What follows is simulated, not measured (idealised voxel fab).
Process module under the name voxel ribs on slabs
Square cell edge 5 nm, section width 185 nm, ID cut.
Cross-section layout: square cells on a grid; listed as bands, top to bottom; a band spans one or more cell rows.
A band entry consists of two parts. The first gives the height of the band's top and the height of its bottom, in nm. The rest lists the band's materials from left to right, each with its width in nm. A single material labelled with the word "all across" fills the band from edge to edge, and the word "air" marks empty space.
We count height from 0. Below that, the starting wafer is all one material. The lowest band never ends at the bottom but goes on down; see "0 and below" for how that is written.
Top row gets the first number, bottom row gets the second, and each row in between changes by the same step: that is how a band width like "30->40" works.
"remained the same" after a step means that no cell of the cross-section changed.
If an empty space has no open way to the top and is at least 8 cells in size, "Unvented voids" lists it, written width x height at distance, where distance is measured from the left edge and every value is in nm.
Step line, after settings: the simulator's comment on this step.
"overlay nm" on a masked step: distance the mask lay right of its planned place, negative for left.
## Listed below are the process steps as planned
1: RECEIVE, material Si
2: DIRECTIONAL_DEP, material SiO2, thk nm 30
3: DIRECTIONAL_DEP, material polySi, thk nm 20
4: PATTERN, tone cover, mask id RIB, material resist, width nm 25, thk nm 20, overlay nm 0
5: DIRECTIONAL_ETCH, etch materials polySi, depth nm 15
6: STRIP, etch materials resist
7: PATTERN, tone cover, mask id SLAB, material resist, width nm 75, thk nm 20, overlay nm 0
8: DIRECTIONAL_ETCH, etch materials polySi, depth nm 5
9: STRIP, etch materials resist
10: FILL_DEP, material SiO2, thk nm 30
11: CMP, height nm 70
12: DIRECTIONAL_DEP, material W, thk nm 10
13: DIRECTIONAL_DEP, material aC, thk nm 10
14: PATTERN, tone cover, mask id HEATER, material resist, width nm 35, thk nm 30, overlay nm 0
15: DIRECTIONAL_ETCH, etch materials aC, depth nm 10
16: STRIP, etch materials resist
17: DIRECTIONAL_ETCH, etch materials W, depth nm 10
18: STRIP, etch materials aC
19: CONFORMAL_DEP, material SiN, thk nm 5
## As received (post step 1): cross-section
	0 and below  Si all across
	Unvented voids: none
## Same starting wafer, same plan as above, one mistake in the execution; this is the cross-section at the end of the module
	90 down to 85  70 of air | 45 of SiN | 70 of air
	85 down to 80  70 of air | 5 of SiN | 35 of W | 5 of SiN | 70 of air
	80 down to 75  75 of SiN | 35 of W | 75 of SiN
	75 down to 70  W all across
	70 down to 50  SiO2 all across
	50 down to 35  80 of SiO2 | 25 of polySi | 80 of SiO2
	35 down to 30  55 of SiO2 | 75 of polySi | 55 of SiO2
	30 down to 0  SiO2 all across
	0 and below  Si all across
	Unvented voids: none
It is concluded that the wafer was processed incorrectly with respect to the plan, in that step 12 off recipe, ran as DIRECTIONAL_DEP, material W, thk nm 15
